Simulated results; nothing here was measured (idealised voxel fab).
The following is a process module called voxel self aligned vias.
The cross-section on display is named cut; it measures 205 nm wide, and its cells are 5 nm squares.
In this document a cross-section is written as a grid of square cells. It is given as a series of bands, listed from the top down, and a band is one or more rows of cells.
Read a band's entry like this: the first values are the height of its top and the height of its bottom in nm, and what follows is the sequence of materials from left to right, each with its width in nm. Note that "blank" is empty space, and that a single material marked "throughout" reaches across the band from edge to edge.
Counting heights begins at 0, where everything beneath is, in the wafer as received, one material. The lowest band has no bottom; it goes on downwards, as "0 nm and below" shows.
Width spec "30->40" -> top row of cells at first value, bottom row at second value, equal per-row change in between.
Any step labelled "nothing was modified" changed none of the cells in the cross-section.
In the "Closed-off voids" entry, you get each enclosed empty space of 8 cells or more, one with no open way to the top, written width x height at distance, distance from the left edge, in nm.
On each step's line, the part that comes after the settings is the simulator's own comment on the step.
overlay nm: on a step with a mask, how far right of its planned place the mask lay; negative means left.
### plan
1 op RECEIVE | material Si
2 op CONFORMAL_DEP | material SiO2 | thk nm 15
3 op CONFORMAL_DEP | material SiCN | thk nm 5
4 op DIRECTIONAL_DEP | material SiO2 | thk nm 20
5 op PATTERN | tone open | mask id LINES | material resist | width nm 25 | pitch nm 60 | thk nm 20 | overlay nm 0
6 op DIRECTIONAL_ETCH | etch materials SiO2 | depth nm 20
7 op STRIP | etch materials resist
8 op CONFORMAL_DEP | material TiN | thk nm 5
9 op FILL_DEP | material Ru | thk nm 5
10 op CMP | height nm 40
11 op SELECTIVE_ETCH | etch materials W Ru TiN | depth nm 5
12 op FILL_DEP | material SiN | thk nm 5
13 op CMP | height nm 40
14 op DIRECTIONAL_DEP | material SiO2 | thk nm 15
15 op MASKED_ETCH | tone open | mask id VIAS | width nm 45 | pitch nm 60 | etch materials SiO2 | depth nm 15 | overlay nm 0
16 op MASKED_ETCH | tone open | mask id VIAS | width nm 45 | pitch nm 60 | etch materials SiN | depth nm 5 | overlay nm 0
17 op CONFORMAL_DEP | material TiN | thk nm 5
18 op FILL_DEP | material W | thk nm 5
19 op CMP | height nm 55
20 op CONFORMAL_DEP | material SiN | thk nm 5
### Incoming wafer, cross-sectional view, post step 1
0 nm and below  Si throughout
Closed-off voids: none
### Cross-sectional image of the first of two wafers at the end of the module, the run having proceeded as planned
60 nm to 55 nm  SiN throughout
55 nm to 45 nm  20 nm SiO2 / 5 nm TiN / 35 nm W / 5 nm TiN / 15 nm SiO2 / 5 nm TiN / 35 nm W / 5 nm TiN / 15 nm SiO2 / 5 nm TiN / 35 nm W / 5 nm TiN / 20 nm SiO2
45 nm to 40 nm  20 nm SiO2 / 15 nm TiN / 15 nm W / 15 nm TiN / 15 nm SiO2 / 15 nm TiN / 15 nm W / 15 nm TiN / 15 nm SiO2 / 15 nm TiN / 15 nm W / 15 nm TiN / 20 nm SiO2
40 nm to 35 nm  30 nm SiO2 / 25 nm TiN / 35 nm SiO2 / 25 nm TiN / 35 nm SiO2 / 25 nm TiN / 30 nm SiO2
35 nm to 25 nm  30 nm SiO2 / 5 nm TiN / 15 nm Ru / 5 nm TiN / 35 nm SiO2 / 5 nm TiN / 15 nm Ru / 5 nm TiN / 35 nm SiO2 / 5 nm TiN / 15 nm Ru / 5 nm TiN / 30 nm SiO2
25 nm to 20 nm  30 nm SiO2 / 25 nm TiN / 35 nm SiO2 / 25 nm TiN / 35 nm SiO2 / 25 nm TiN / 30 nm SiO2
20 nm to 15 nm  SiCN throughout
15 nm to 0 nm  SiO2 throughout
0 nm and below  Si throughout
Closed-off voids: none
### Same start, same plan as the first wafer - but one mistake in the run. Cross-section of the second of the two at the end of the module
60 nm to 55 nm  SiN throughout
55 nm to 45 nm  15 nm SiO2 / 5 nm TiN / 35 nm W / 5 nm TiN / 15 nm SiO2 / 5 nm TiN / 35 nm W / 5 nm TiN / 15 nm SiO2 / 5 nm TiN / 35 nm W / 5 nm TiN / 25 nm SiO2
45 nm to 40 nm  15 nm SiO2 / 20 nm TiN / 15 nm W / 10 nm TiN / 15 nm SiO2 / 20 nm TiN / 15 nm W / 10 nm TiN / 15 nm SiO2 / 20 nm TiN / 15 nm W / 10 nm TiN / 25 nm SiO2
40 nm to 35 nm  30 nm SiO2 / 25 nm TiN / 35 nm SiO2 / 25 nm TiN / 35 nm SiO2 / 25 nm TiN / 30 nm SiO2
35 nm to 25 nm  30 nm SiO2 / 5 nm TiN / 15 nm Ru / 5 nm TiN / 35 nm SiO2 / 5 nm TiN / 15 nm Ru / 5 nm TiN / 35 nm SiO2 / 5 nm TiN / 15 nm Ru / 5 nm TiN / 30 nm SiO2
25 nm to 20 nm  30 nm SiO2 / 25 nm TiN / 35 nm SiO2 / 25 nm TiN / 35 nm SiO2 / 25 nm TiN / 30 nm SiO2
20 nm to 15 nm  SiCN throughout
15 nm to 0 nm  SiO2 throughout
0 nm and below  Si throughout
Closed-off voids: none
Nonconformance to the process plan: contrary to plan, step 15 was performed as op MASKED_ETCH | tone open | mask id VIAS | width nm 45 | pitch nm 60 | etch materials SiO2 | depth nm 15 | overlay nm -5
Matching per-material cell counts, mismatched positions: that is how the second wafer compares with the first at the end.
